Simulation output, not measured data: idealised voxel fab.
This is a process module. Its name is voxel trench capacitor.
The cross-section shown here is cut; it is 250 nm wide and divided into square cells measuring 5 nm on a side.
Cross-section format: a grid of square cells, given as bands from top to bottom; each band is one or more rows of cells.
Band: top height; bottom height; in nm. Then, left to right: material with width in nm, for each material. "full width": a single material spanning edge to edge. "empty": empty space.
Counting heights begins at 0, where everything beneath is, in the wafer as received, one material. The lowest band has no bottom; it goes on downwards, as "0 down" shows.
It should be noted that a width expressed as "30 to 40" varies in equal increments from row to row of cells within the band, taking the value of the first number at the top row and that of the second number at the bottom row.
Where a step carries "nothing was modified", the cross-section came out of it unchanged, cell for cell.
Look at "Closed void inventory" for the closed voids: empty spaces with no open path to the top, sized 8 cells or up. Each is width x height at distance, distance from the left edge, all nm.
Text after the settings on a step's line: the simulator's own remark on that step.
overlay nm: how far to the right of its planned place the mask lay on this masked step (negative: to the left).
The process steps that were planned are listed below:
1) RECEIVE: material Si
2) CONFORMAL_DEP: material SiN, thk nm 5
3) DIRECTIONAL_DEP: material aC, thk nm 10
4) PATTERN: tone open, mask id TRENCH, material resist, width nm 20, pitch nm 40, thk nm 25, overlay nm 0
5) DIRECTIONAL_ETCH: etch materials aC, depth nm 10
6) STRIP: etch materials resist
7) DIRECTIONAL_ETCH: etch materials SiN, depth nm 5
8) DIRECTIONAL_ETCH: etch materials Si, depth nm 35
9) STRIP: etch materials aC
10) CONFORMAL_DEP: material SiO2, thk nm 5
11) FILL_DEP: material polySi, thk nm 5
12) CMP: height nm 5
As received (post step 1): cross-section:
- 0 down: Si full width
- Closed void inventory: none
Module complete, cross-section. Starting point and plan per above. One mistake made in running the module:
- 5 to 0: polySi 75, then SiO2 5, then polySi 10, then SiO2 5, then polySi 20, then SiO2 5, then polySi 10, then SiO2 5, then polySi 20, then SiO2 5, then polySi 10, then SiO2 5, then polySi 75
- 0 to -25: Si 75, then SiO2 5, then polySi 10, then SiO2 5, then Si 20, then SiO2 5, then polySi 10, then SiO2 5, then Si 20, then SiO2 5, then polySi 10, then SiO2 5, then Si 75
- -25 to -30: Si 75, then SiO2 20, then Si 20, then SiO2 20, then Si 20, then SiO2 20, then Si 75
- -30 down: Si full width
- Closed void inventory: none
what went wrong: not per plan at step 2, really ran CONFORMAL_DEP: material polySi, thk nm 5
